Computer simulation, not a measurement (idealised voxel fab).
The name of this process module is voxel self aligned contacts.
We display cut, a cross-section 160 nm in width whose square cells are each 5 nm.
If you're reading a cross-section in this doc, picture square cells in a grid; it comes to you as bands, top ones listed first down to the bottom, and a band can be one or more rows of cells. Top height, bottom height, nm. Materials left to right, width each, nm. Single material + "edge to edge" = fills band edge to edge. "blank" = empty. A quick word on heights: they are counted from 0, and under that level the wafer as it came to us is one material throughout. The lowest band is different from the rest in having no bottom; it simply continues downward, written as in "0 nm and below". Width spec "30..40" -> top row of cells at first value, bottom row at second value, equal per-row change in between. Take "remained unchanged" at face value: in the step it is given for, the cross-section changed in none of its cells. So "Cavities, sealed" is basically the list of trapped voids: any empty space of 8 cells or more that can't reach the top through an opening. They're written width x height at distance, the distance being from the left edge, and it's all nm. Anything after a step's settings on that line? It's the simulator's own note about the step. For masked steps, "overlay nm" on the step line gives how far right of plan the mask actually lay; a minus sign means it lay to the left.

### The following list gives the planned process steps
1,RECEIVE [material Si]
2,OXIDIZE [depth nm 5]
3,DIRECTIONAL_DEP [material polySi] [thk nm 25]
4,DIRECTIONAL_DEP [material SiN] [thk nm 20]
5,PATTERN [tone cover] [mask id GATE] [material resist] [width nm 35] [pitch nm 70] [thk nm 15] [overlay nm 0]
6,DIRECTIONAL_ETCH [etch materials SiN] [depth nm 20]
7,DIRECTIONAL_ETCH [etch materials polySi] [depth nm 25]
8,STRIP [etch materials resist]
9,CONFORMAL_DEP [material SiN] [thk nm 5]
10,DIRECTIONAL_ETCH [etch materials SiN] [depth nm 5]
11,FILL_DEP [material SiO2] [thk nm 15]
12,CMP [height nm 50]
13,PATTERN [tone open] [mask id CONTACT] [material resist] [width nm 45] [thk nm 15] [overlay nm 0]
14,DIRECTIONAL_ETCH [etch materials SiO2] [depth nm 55]
15,STRIP [etch materials resist]
16,CONFORMAL_DEP [material TiN] [thk nm 5]
17,FILL_DEP [material Ru] [thk nm 10]
18,CMP [height nm 50]
19,CONFORMAL_DEP [material SiN] [thk nm 5]

### Cross-sectional view of the wafer in its as-received condition, corresponding to the state after step 1
	0 nm and below | Si edge to edge
	Cavities, sealed: none

### Final wafer profile in cross-section after the module, from the same start and plan as above, with one mistake made during processing
	55 nm to 50 nm | SiN edge to edge
	50 nm to 45 nm | 55 nm SiO2  10 nm TiN  25 nm Ru  10 nm TiN  60 nm SiO2
	45 nm to 25 nm | 25 nm SiO2  35 nm SiN  5 nm TiN  25 nm Ru  5 nm TiN  35 nm SiN  30 nm SiO2
	25 nm to 0 nm | 25 nm SiO2  5 nm SiN  25 nm polySi  5 nm SiN  5 nm TiN  25 nm Ru  5 nm TiN  5 nm SiN  25 nm polySi  5 nm SiN  30 nm SiO2
	0 nm to -5 nm | 60 nm SiO2  35 nm TiN  65 nm SiO2
	-5 nm and below | Si edge to edge
	Cavities, sealed: none
In executing the process, a mistake was made relative to the plan: heads up, step 5 didn't go per plan, it actually ran as PATTERN [tone cover] [mask id GATE] [material resist] [width nm 25] [pitch nm 70] [thk nm 15] [overlay nm 0]
